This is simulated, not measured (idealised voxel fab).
process module | voxel self aligned vias
cross-section cut | 220 nm wide | cells 5 nm
A cross-section is a grid of square cells, given in bands from the top down. A band is one or more rows of cells.
Each band's line starts with the height of the band's top and of its bottom, in nm. Then come its materials from left to right, each with its width in nm. One material with "throughout" fills the band from edge to edge. "air" is empty space.
Height 0 is the level under which the wafer as received is all one material. The lowest band goes on downwards, as in "0 down".
A width such as "30 to 40" changes by the same amount from each row of cells to the next, from the band's top row to its bottom row.
"no change" after a step means that no cell of the cross-section changed.
closed voids: empty space of 8 cells or more with no open way to the top, each as width x height at its distance from the left edge, in nm
after a step's settings: what the simulator itself notes on the step
overlay nm, on a step with a mask: how far to the right of its planned place the mask lay; to the left if negative
plan
1 op RECEIVE | material Si
2 op CONFORMAL_DEP | material SiO2 | thk nm 10
3 op CONFORMAL_DEP | material SiCN | thk nm 5
4 op DIRECTIONAL_DEP | material SiO2 | thk nm 25
5 op MASKED_ETCH | tone open | mask id LINES | width nm 30 | pitch nm 60 | etch materials SiO2 | depth nm 25 | overlay nm 0
6 op CONFORMAL_DEP | material TiN | thk nm 5
7 op FILL_DEP | material W | thk nm 10
8 op CMP | height nm 40
9 op SELECTIVE_ETCH | etch materials W Ru TiN | depth nm 10
10 op FILL_DEP | material SiN | thk nm 5
11 op CMP | height nm 40
12 op DIRECTIONAL_DEP | material SiO2 | thk nm 20
13 op DIRECTIONAL_DEP | material aC | thk nm 15
14 op PATTERN | tone open | mask id VIAS | material resist | width nm 40 | pitch nm 120 | thk nm 30 | overlay nm 0
15 op DIRECTIONAL_ETCH | etch materials aC | depth nm 15
16 op STRIP | etch materials resist
17 op DIRECTIONAL_ETCH | etch materials SiO2 | depth nm 20
18 op DIRECTIONAL_ETCH | etch materials SiN | depth nm 10
19 op STRIP | etch materials aC
20 op CONFORMAL_DEP | material TiN | thk nm 5
21 op FILL_DEP | material Cu | thk nm 5
22 op CMP | height nm 60
23 op CONFORMAL_DEP | material SiN | thk nm 5
first wafer, as planned
as received, after step 1
  0 down: Si throughout
  closed voids: none
after step 2
  10 to 0: SiO2 throughout
  below 0: unchanged
after step 3
  15 to 10: SiCN throughout
  below 10: unchanged
after step 4
  40 to 15: SiO2 throughout
  below 15: unchanged
after step 5
  40 to 15: SiO2 35 | air 30 | SiO2 30 | air 30 | SiO2 30 | air 30 | SiO2 35
  below 15: unchanged
after step 6
  45 to 40: TiN 40 | air 20 | TiN 40 | air 20 | TiN 40 | air 20 | TiN 40
  40 to 20: SiO2 35 | TiN 5 | air 20 | TiN 5 | SiO2 30 | TiN 5 | air 20 | TiN 5 | SiO2 30 | TiN 5 | air 20 | TiN 5 | SiO2 35
  20 to 15: SiO2 35 | TiN 30 | SiO2 30 | TiN 30 | SiO2 30 | TiN 30 | SiO2 35
  below 15: unchanged
after step 7
  55 to 45: W throughout
  45 to 40: TiN 40 | W 20 | TiN 40 | W 20 | TiN 40 | W 20 | TiN 40
  40 to 20: SiO2 35 | TiN 5 | W 20 | TiN 5 | SiO2 30 | TiN 5 | W 20 | TiN 5 | SiO2 30 | TiN 5 | W 20 | TiN 5 | SiO2 35
  below 20: unchanged
after step 8
  40 to 20: SiO2 35 | TiN 5 | W 20 | TiN 5 | SiO2 30 | TiN 5 | W 20 | TiN 5 | SiO2 30 | TiN 5 | W 20 | TiN 5 | SiO2 35
  below 20: unchanged
after step 9
  40 to 30: SiO2 35 | air 30 | SiO2 30 | air 30 | SiO2 30 | air 30 | SiO2 35
  below 30: unchanged
after step 10
  45 to 40: SiN throughout
  40 to 30: SiO2 35 | SiN 30 | SiO2 30 | SiN 30 | SiO2 30 | SiN 30 | SiO2 35
  below 30: unchanged
after step 11
  40 to 30: SiO2 35 | SiN 30 | SiO2 30 | SiN 30 | SiO2 30 | SiN 30 | SiO2 35
  below 30: unchanged
after step 12
  60 to 40: SiO2 throughout
  below 40: unchanged
after step 13
  75 to 60: aC throughout
  below 60: unchanged
after step 14
  105 to 75: resist 30 | air 40 | resist 80 | air 40 | resist 30
  below 75: unchanged
after step 15
  90 to 75: resist 30 | air 40 | resist 80 | air 40 | resist 30
  75 to 60: aC 30 | air 40 | aC 80 | air 40 | aC 30
  below 60: unchanged
after step 16
  75 to 60: aC 30 | air 40 | aC 80 | air 40 | aC 30
  below 60: unchanged
after step 17
  75 to 60: aC 30 | air 40 | aC 80 | air 40 | aC 30
  60 to 40: SiO2 30 | air 40 | SiO2 80 | air 40 | SiO2 30
  below 40: unchanged
after step 18
  75 to 60: aC 30 | air 40 | aC 80 | air 40 | aC 30
  60 to 40: SiO2 30 | air 40 | SiO2 80 | air 40 | SiO2 30
  40 to 30: SiO2 35 | air 30 | SiO2 30 | SiN 30 | SiO2 30 | air 30 | SiO2 35
  below 30: unchanged
after step 19
  60 to 40: SiO2 30 | air 40 | SiO2 80 | air 40 | SiO2 30
  below 40: unchanged
after step 20
  65 to 60: TiN 35 | air 30 | TiN 90 | air 30 | TiN 35
  60 to 45: SiO2 30 | TiN 5 | air 30 | TiN 5 | SiO2 80 | TiN 5 | air 30 | TiN 5 | SiO2 30
  45 to 40: SiO2 30 | TiN 10 | air 20 | TiN 10 | SiO2 80 | TiN 10 | air 20 | TiN 10 | SiO2 30
  40 to 35: SiO2 35 | TiN 5 | air 20 | TiN 5 | SiO2 30 | SiN 30 | SiO2 30 | TiN 5 | air 20 | TiN 5 | SiO2 35
  35 to 30: SiO2 35 | TiN 30 | SiO2 30 | SiN 30 | SiO2 30 | TiN 30 | SiO2 35
  below 30: unchanged
after step 21
  70 to 65: Cu throughout
  65 to 60: TiN 35 | Cu 30 | TiN 90 | Cu 30 | TiN 35
  60 to 45: SiO2 30 | TiN 5 | Cu 30 | TiN 5 | SiO2 80 | TiN 5 | Cu 30 | TiN 5 | SiO2 30
  45 to 40: SiO2 30 | TiN 10 | Cu 20 | TiN 10 | SiO2 80 | TiN 10 | Cu 20 | TiN 10 | SiO2 30
  40 to 35: SiO2 35 | TiN 5 | Cu 20 | TiN 5 | SiO2 30 | SiN 30 | SiO2 30 | TiN 5 | Cu 20 | TiN 5 | SiO2 35
  below 35: unchanged
after step 22
  60 to 45: SiO2 30 | TiN 5 | Cu 30 | TiN 5 | SiO2 80 | TiN 5 | Cu 30 | TiN 5 | SiO2 30
  below 45: unchanged
after step 23
  65 to 60: SiN throughout
  below 60: unchanged
second wafer: like start, like plan, one mistake. Through step 4 it matches the first wafer
when step 5 should have ended
  40 to 15: air 35 | SiO2 30 | air 30 | SiO2 30 | air 30 | SiO2 30 | air 35
  below 15: unchanged
when step 6 should have ended
  45 to 40: air 30 | TiN 40 | air 20 | TiN 40 | air 20 | TiN 40 | air 30
  40 to 20: air 30 | TiN 5 | SiO2 30 | TiN 5 | air 20 | TiN 5 | SiO2 30 | TiN 5 | air 20 | TiN 5 | SiO2 30 | TiN 5 | air 30
  20 to 15: TiN 35 | SiO2 30 | TiN 30 | SiO2 30 | TiN 30 | SiO2 30 | TiN 35
  below 15: unchanged
when step 7 should have ended
  55 to 45: W throughout
  45 to 40: W 30 | TiN 40 | W 20 | TiN 40 | W 20 | TiN 40 | W 30
  40 to 20: W 30 | TiN 5 | SiO2 30 | TiN 5 | W 20 | TiN 5 | SiO2 30 | TiN 5 | W 20 | TiN 5 | SiO2 30 | TiN 5 | W 30
  below 20: unchanged
when step 8 should have ended
  40 to 20: W 30 | TiN 5 | SiO2 30 | TiN 5 | W 20 | TiN 5 | SiO2 30 | TiN 5 | W 20 | TiN 5 | SiO2 30 | TiN 5 | W 30
  below 20: unchanged
when step 9 should have ended
  40 to 30: air 35 | SiO2 30 | air 30 | SiO2 30 | air 30 | SiO2 30 | air 35
  below 30: unchanged
when step 10 should have ended
  45 to 40: SiN throughout
  40 to 30: SiN 35 | SiO2 30 | SiN 30 | SiO2 30 | SiN 30 | SiO2 30 | SiN 35
  below 30: unchanged
when step 11 should have ended
  40 to 30: SiN 35 | SiO2 30 | SiN 30 | SiO2 30 | SiN 30 | SiO2 30 | SiN 35
  below 30: unchanged
when step 12 should have ended
  60 to 40: SiO2 throughout
  below 40: unchanged
when step 13 should have ended
  75 to 60: aC throughout
  below 60: unchanged
when step 14 should have ended
  105 to 75: resist 30 | air 40 | resist 80 | air 40 | resist 30
  below 75: unchanged
when step 15 should have ended
  90 to 75: resist 30 | air 40 | resist 80 | air 40 | resist 30
  75 to 60: aC 30 | air 40 | aC 80 | air 40 | aC 30
  below 60: unchanged
when step 16 should have ended
  75 to 60: aC 30 | air 40 | aC 80 | air 40 | aC 30
  below 60: unchanged
when step 17 should have ended
  75 to 60: aC 30 | air 40 | aC 80 | air 40 | aC 30
  60 to 40: SiO2 30 | air 40 | SiO2 80 | air 40 | SiO2 30
  below 40: unchanged
when step 18 should have ended
  75 to 60: aC 30 | air 40 | aC 80 | air 40 | aC 30
  60 to 40: SiO2 30 | air 40 | SiO2 80 | air 40 | SiO2 30
  40 to 30: SiN 30 | air 5 | SiO2 30 | air 5 | SiN 25 | SiO2 30 | SiN 25 | air 5 | SiO2 30 | air 5 | SiN 30
  below 30: unchanged
when step 19 should have ended
  60 to 40: SiO2 30 | air 40 | SiO2 80 | air 40 | SiO2 30
  below 40: unchanged
when step 20 should have ended
  65 to 60: TiN 35 | air 30 | TiN 90 | air 30 | TiN 35
  60 to 45: SiO2 30 | TiN 5 | air 30 | TiN 5 | SiO2 80 | TiN 5 | air 30 | TiN 5 | SiO2 30
  45 to 40: SiO2 30 | TiN 40 | SiO2 80 | TiN 40 | SiO2 30
  40 to 30: SiN 30 | TiN 5 | SiO2 30 | TiN 5 | SiN 25 | SiO2 30 | SiN 25 | TiN 5 | SiO2 30 | TiN 5 | SiN 30
  below 30: unchanged
when step 21 should have ended
  70 to 65: Cu throughout
  65 to 60: TiN 35 | Cu 30 | TiN 90 | Cu 30 | TiN 35
  60 to 45: SiO2 30 | TiN 5 | Cu 30 | TiN 5 | SiO2 80 | TiN 5 | Cu 30 | TiN 5 | SiO2 30
  below 45: unchanged
when step 22 should have ended
  60 to 45: SiO2 30 | TiN 5 | Cu 30 | TiN 5 | SiO2 80 | TiN 5 | Cu 30 | TiN 5 | SiO2 30
  below 45: unchanged
when step 23 should have ended
  65 to 60: SiN throughout
  below 60: unchanged
what went wrong: step 5 ran as: op MASKED_ETCH | tone cover | mask id LINES | width nm 30 | pitch nm 60 | etch materials SiO2 | depth nm 25 | overlay nm 0
at the end the second wafer has, in cells: 16 fewer of Cu | 32 more of SiN | 40 fewer of SiO2 | 8 more of TiN | 16 more of W
